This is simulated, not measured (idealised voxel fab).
process module | voxel ribs on slabs
Square cells of 5 nm make up the cross-section cut, whose width is 170 nm.
In this document a cross-section is written as a grid of square cells. It is given as a series of bands, listed from the top down, and a band is one or more rows of cells. Basically the band line says how high the top is and how high the bottom is, in nm, and then what's in it from left to right, every material with its width in nm. Empty space shows up as "blank", and if a single material carries "full width" it runs the full band edge to edge. Counting heights begins at 0, where everything beneath is, in the wafer as received, one material. The lowest band has no bottom; it goes on downwards, as "z 0 and below" shows. So if you see something like "30..40" for the width, read it as the top row of the band sitting at the first number and the bottom row at the second, with every row in between moving by the same amount as the last. Where the words "all unchanged" appear for a step, the cross-section shows no cell changed by that step; every cell remained as before. For the entry "Cavities, sealed", the listed items are empty spaces with no open way to the top whose size is 8 cells or more; each item follows the pattern width x height at distance, where distance is from the left edge and all three are in nm. Anything after a step's settings on that line? It's the simulator's own note about the step. The optional step-line setting "overlay nm" applies to steps with a mask and quantifies how far to the right of its planned location the mask lay, a negative value indicating leftward placement.

Planned step list for the process:
1,RECEIVE with material Si
2,DIRECTIONAL_DEP with material SiO2, thk nm 30
3,DIRECTIONAL_DEP with material SiN, thk nm 15
4,PATTERN with tone cover, mask id RIB, material resist, width nm 30, thk nm 20, overlay nm 0
5,DIRECTIONAL_ETCH with etch materials SiN, depth nm 10
6,STRIP with etch materials resist
7,DIRECTIONAL_DEP with material aC, thk nm 10
8,PATTERN with tone cover, mask id SLAB, material resist, width nm 60, thk nm 25, overlay nm 0
9,DIRECTIONAL_ETCH with etch materials aC, depth nm 10
10,STRIP with etch materials resist
11,DIRECTIONAL_ETCH with etch materials SiN, depth nm 5
12,STRIP with etch materials aC
13,FILL_DEP with material SiO2, thk nm 30
14,CMP with height nm 65
15,DIRECTIONAL_DEP with material W, thk nm 5
16,PATTERN with tone cover, mask id HEATER, material resist, width nm 40, thk nm 20, overlay nm 0
17,DIRECTIONAL_ETCH with etch materials W, depth nm 5
18,STRIP with etch materials resist
19,CONFORMAL_DEP with material SiN, thk nm 10

Concerning the first of two wafers, which was run in accordance with the plan:

So this is the incoming wafer in cross-section - it's already been through step 1:
* z 0 and below | Si full width
* Cavities, sealed: none

After step 2:
* z 30 to 0 | SiO2 full width
* Below 0, no change.

After step 3:
* z 45 to 30 | SiN full width
* Below 30, no change.

After step 4:
* z 65 to 45 | blank 70, then resist 30, then blank 70
* Below 45, no change.

After step 5:
* z 65 to 45 | blank 70, then resist 30, then blank 70
* z 45 to 35 | blank 70, then SiN 30, then blank 70
* Below 35, no change.

After step 6:
* z 45 to 35 | blank 70, then SiN 30, then blank 70
* Below 35, no change.

After step 7:
* z 55 to 45 | blank 70, then aC 30, then blank 70
* z 45 to 35 | aC 70, then SiN 30, then aC 70
* Below 35, no change.

After step 8:
* z 80 to 55 | blank 55, then resist 60, then blank 55
* z 55 to 45 | blank 55, then resist 15, then aC 30, then resist 15, then blank 55
* Below 45, no change.

After step 9:
* z 70 to 55 | blank 55, then resist 60, then blank 55
* z 55 to 45 | blank 55, then resist 15, then aC 30, then resist 15, then blank 55
* z 45 to 35 | blank 55, then aC 15, then SiN 30, then aC 15, then blank 55
* Below 35, no change.

After step 10:
* z 55 to 45 | blank 70, then aC 30, then blank 70
* Below 45, no change.

After step 11:
* z 55 to 45 | blank 70, then aC 30, then blank 70
* z 45 to 35 | blank 55, then aC 15, then SiN 30, then aC 15, then blank 55
* z 35 to 30 | blank 55, then SiN 60, then blank 55
* Below 30, no change.

After step 12:
* z 45 to 35 | blank 70, then SiN 30, then blank 70
* Below 35, no change.

After step 13:
* z 75 to 45 | SiO2 full width
* z 45 to 35 | SiO2 70, then SiN 30, then SiO2 70
* z 35 to 30 | SiO2 55, then SiN 60, then SiO2 55
* Below 30, no change.

After step 14:
* z 65 to 45 | SiO2 full width
* Below 45, no change.

After step 15:
* z 70 to 65 | W full width
* Below 65, no change.

After step 16:
* z 90 to 70 | blank 65, then resist 40, then blank 65
* Below 70, no change.

After step 17:
* z 90 to 70 | blank 65, then resist 40, then blank 65
* z 70 to 65 | blank 65, then W 40, then blank 65
* Below 65, no change.

After step 18:
* z 70 to 65 | blank 65, then W 40, then blank 65
* Below 65, no change.

After step 19:
* z 80 to 75 | blank 55, then SiN 60, then blank 55
* z 75 to 70 | SiN full width
* z 70 to 65 | SiN 65, then W 40, then SiN 65
* Below 65, no change.

Regarding the second of the two wafers: it shared the first wafer's starting condition and process plan, yet one error occurred during its execution. Its history coincides with that of the first wafer up to and including step 7:

When step 8 should have ended:
* z 80 to 55 | resist 55, then blank 60, then resist 55
* z 55 to 45 | resist 55, then blank 15, then aC 30, then blank 15, then resist 55
* Below 45, no change.

When step 9 should have ended:
* z 70 to 45 | resist 55, then blank 60, then resist 55
* z 45 to 35 | aC 55, then blank 15, then SiN 30, then blank 15, then aC 55
* Below 35, no change.

When step 10 should have ended:
* z 45 to 35 | aC 55, then blank 15, then SiN 30, then blank 15, then aC 55
* Below 35, no change.

When step 11 should have ended:
* z 45 to 40 | aC 55, then blank 60, then aC 55
* z 40 to 35 | aC 55, then blank 15, then SiN 30, then blank 15, then aC 55
* z 35 to 30 | SiN 55, then blank 15, then SiN 30, then blank 15, then SiN 55
* Below 30, no change.

When step 12 should have ended:
* z 40 to 35 | blank 70, then SiN 30, then blank 70
* Below 35, no change.

When step 13 should have ended:
* z 70 to 40 | SiO2 full width
* z 40 to 35 | SiO2 70, then SiN 30, then SiO2 70
* z 35 to 30 | SiN 55, then SiO2 15, then SiN 30, then SiO2 15, then SiN 55
* Below 30, no change.

When step 14 should have ended:
* z 65 to 40 | SiO2 full width
* Below 40, no change.

When step 15 should have ended:
* z 70 to 65 | W full width
* Below 65, no change.

When step 16 should have ended:
* z 90 to 70 | blank 65, then resist 40, then blank 65
* Below 70, no change.

When step 17 should have ended:
* z 90 to 70 | blank 65, then resist 40, then blank 65
* z 70 to 65 | blank 65, then W 40, then blank 65
* Below 65, no change.

When step 18 should have ended:
* z 70 to 65 | blank 65, then W 40, then blank 65
* Below 65, no change.

When step 19 should have ended:
* z 80 to 75 | blank 55, then SiN 60, then blank 55
* z 75 to 70 | SiN full width
* z 70 to 65 | SiN 65, then W 40, then SiN 65
* Below 65, no change.
Short version of what went wrong: in deviation from the planned setting, step 8 was conducted as PATTERN with tone open, mask id SLAB, material resist, width nm 60, thk nm 25, overlay nm 0
Count the cells at the end and the second wafer has more or fewer of some materials than the first: SiN: 10 more | SiO2: 10 fewer
